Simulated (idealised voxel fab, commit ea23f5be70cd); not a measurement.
This section sets out a process module, namely voxel transistor to metal.
The width of the displayed cross-section, cut, is 210 nm; its cells are square, with a size of 5 nm.
A cross-section is written here as square cells arranged in a grid, and it is given in bands from the top down, each band taking up one or more rows of cells. Heads up on the band format: heights come first, top then bottom, in nm. After that it's the materials left to right, each with its width in nm. A single material flagged "full width" fills the whole band edge to edge, and "empty" means there's empty space there. Heads up on the height convention: 0 is the point under which the incoming wafer is all one material, and the lowest band has no bottom, it just keeps going down, like "0 down". A two-number width, for instance "30 to 40", indicates that the width is equal to the first number in the top row of the band and to the second number in the bottom row, and that it changes by a constant amount per row of cells. Basically "remained the same" means that step didn't change any cell in the cross-section. "Sealed void list" means: voids of 8 cells or more that are shut off from the top with no open way through. Written width x height at distance, distance from the left edge, in nm. Anything after a step's settings on that line? It's the simulator's own note about the step. overlay nm: where the mask lay relative to plan, measured to the right, on steps with a mask; negatives go left.

Process steps - plan
1. RECEIVE: material Si
2. CONFORMAL_DEP: material SiO2, thk nm 5
3. CONFORMAL_DEP: material SiN, thk nm 15
4. DIRECTIONAL_DEP: material aC, thk nm 10
5. PATTERN: tone cover, mask id ACTIVE, material resist, width nm 105, thk nm 30, overlay nm 0
6. DIRECTIONAL_ETCH: etch materials aC, depth nm 10
7. STRIP: etch materials resist
8. DIRECTIONAL_ETCH: etch materials SiN, depth nm 15
9. DIRECTIONAL_ETCH: etch materials SiO2, depth nm 5
10. DIRECTIONAL_ETCH: etch materials Si, depth nm 25
11. STRIP: etch materials aC
12. OXIDIZE: depth nm 5
13. FILL_DEP: material SiO2, thk nm 5
14. CMP: height nm 20
15. SELECTIVE_ETCH: etch materials SiO2, depth nm 10
16. STRIP: etch materials SiN
17. SELECTIVE_ETCH: etch materials SiO2, depth nm 5
18. OXIDIZE: depth nm 5
19. DIRECTIONAL_DEP: material polySi, thk nm 30
20. DIRECTIONAL_DEP: material SiCN, thk nm 15
21. MASKED_ETCH: tone cover, mask id GATE, width nm 25, etch materials SiCN, depth nm 25, overlay nm 0
22. MASKED_ETCH: tone cover, mask id GATE, width nm 25, etch materials polySi, depth nm 40, overlay nm 0
23. CONFORMAL_DEP: material SiO2, thk nm 5
24. DIRECTIONAL_ETCH: etch materials SiO2, depth nm 5
25. CONFORMAL_DEP: material SiN, thk nm 5
26. DIRECTIONAL_ETCH: etch materials SiN, depth nm 5
27. DIRECTIONAL_ETCH: etch materials SiO2, depth nm 5
28. DIRECTIONAL_ETCH: etch materials Si, depth nm 5
29. EPI: material SiGe, thk nm 5
30. FILL_DEP: material SiO2, thk nm 5
31. CMP: height nm 30
32. STRIP: etch materials polySi
33. SELECTIVE_ETCH: etch materials SiO2, depth nm 5
34. CONFORMAL_DEP: material HfO2, thk nm 5
35. CONFORMAL_DEP: material TiN, thk nm 5
36. FILL_DEP: material W, thk nm 10
37. CMP: height nm 25
38. DIRECTIONAL_DEP: material SiO2, thk nm 15
39. DIRECTIONAL_DEP: material aC, thk nm 15
40. PATTERN: tone open, mask id CONTACT, material resist, width nm 20, pitch nm 75, thk nm 30, overlay nm 0
41. DIRECTIONAL_ETCH: etch materials aC, depth nm 15
42. STRIP: etch materials resist
43. DIRECTIONAL_ETCH: etch materials SiO2, depth nm 45
44. STRIP: etch materials aC
45. CONFORMAL_DEP: material TiN, thk nm 5
46. FILL_DEP: material W, thk nm 5
47. CMP: height nm 40
48. CONFORMAL_DEP: material SiN, thk nm 5
49. DIRECTIONAL_DEP: material SiO2, thk nm 15
50. MASKED_ETCH: tone open, mask id METAL_1, width nm 20, pitch nm 75, etch materials SiO2, depth nm 15, overlay nm 0
51. MASKED_ETCH: tone open, mask id METAL_1, width nm 20, pitch nm 75, etch materials SiN, depth nm 5, overlay nm 0
52. CONFORMAL_DEP: material TiN, thk nm 5
53. FILL_DEP: material Cu, thk nm 5
54. CMP: height nm 60
55. EPI: material Ru, thk nm 5
56. FILL_DEP: material SiCN, thk nm 5

Wafer as received: cross-section following step 1
> 0 down: Si full width
> Sealed void list: none

The first of two wafers, cross-sectioned at the end of the module, with the run proceeding as planned
> 70 to 65: SiCN full width
> 65 to 60: SiCN (50), Ru (30), SiCN (45), Ru (30), SiCN (55)
> 60 to 45: SiO2 (55), TiN (5), Cu (10), TiN (5), SiO2 (55), TiN (5), Cu (10), TiN (5), SiO2 (60)
> 45 to 40: SiN (55), TiN (20), SiN (55), TiN (20), SiN (60)
> 40 to 25: SiO2 (55), TiN (5), W (10), TiN (5), SiO2 (55), TiN (5), W (10), TiN (5), SiO2 (60)
> 25 to 5: SiO2 (55), TiN (5), W (10), TiN (5), SiO2 (5), SiN (5), HfO2 (5), TiN (5), W (15), TiN (5), HfO2 (5), SiN (5), SiO2 (5), TiN (5), W (10), TiN (5), SiO2 (60)
> 5 to 0: SiO2 (50), SiN (5), TiN (5), W (10), TiN (5), SiO2 (5), SiN (5), HfO2 (5), TiN (25), HfO2 (5), SiN (5), SiO2 (5), TiN (5), W (10), TiN (5), SiN (5), SiO2 (55)
> 0 to -5: SiO2 (55), TiN (20), SiGe (5), SiO2 (5), HfO2 (35), SiO2 (5), SiGe (5), TiN (20), SiO2 (60)
> -5 to -10: SiO2 (55), SiGe (25), Si (45), SiGe (25), SiO2 (60)
> -10 to -30: SiO2 (55), Si (95), SiO2 (60)
> -30 down: Si full width
> Sealed void list: none

Cross-section, wafer two of two, end of module: same start and plan as wafer one, one error in execution
> 70 to 65: SiCN full width
> 65 to 60: SiCN (50), Ru (30), SiCN (45), Ru (30), SiCN (55)
> 60 to 45: SiO2 (55), TiN (5), Cu (10), TiN (5), SiO2 (55), TiN (5), Cu (10), TiN (5), SiO2 (60)
> 45 to 40: SiN (55), TiN (20), SiN (55), TiN (20), SiN (60)
> 40 to 30: SiO2 (45), TiN (5), W (10), TiN (5), SiO2 (55), TiN (5), W (10), TiN (5), SiO2 (70)
> 30 to 25: SiO2 (45), TiN (5), W (10), TiN (5), SiO2 (55), TiN (10), W (5), TiN (5), SiO2 (70)
> 25 to 10: SiO2 (45), TiN (5), W (10), TiN (5), SiO2 (15), SiN (5), HfO2 (5), TiN (5), W (15), TiN (5), HfO2 (5), SiN (5), TiN (5), W (5), TiN (5), SiO2 (70)
> 10 to 5: SiO2 (45), TiN (20), SiO2 (15), SiN (5), HfO2 (5), TiN (5), W (15), TiN (5), HfO2 (5), SiN (5), TiN (5), W (5), TiN (5), SiO2 (70)
> 5 to 0: SiO2 (45), TiN (5), SiN (5), TiN (10), SiO2 (15), SiN (5), HfO2 (5), TiN (25), HfO2 (5), SiN (5), TiN (15), SiO2 (10), SiN (5), SiO2 (55)
> 0 to -5: SiO2 (45), TiN (5), SiO2 (5), TiN (10), SiO2 (10), SiGe (5), SiO2 (5), HfO2 (35), SiO2 (5), SiGe (5), TiN (10), SiO2 (70)
> -5 to -10: SiO2 (55), SiGe (25), Si (45), SiGe (25), SiO2 (60)
> -10 to -30: SiO2 (55), Si (95), SiO2 (60)
> -30 down: Si full width
> Sealed void list: none
Here's what went sideways: it should be noted that step 40 was executed with settings other than those planned, the operation and settings actually applied being PATTERN: tone open, mask id CONTACT, material resist, width nm 20, pitch nm 75, thk nm 30, overlay nm -10
At the finish, the second wafer shows more or fewer cells for some materials than the first does: 9 more of SiO2, 2 more of TiN, 11 fewer of W
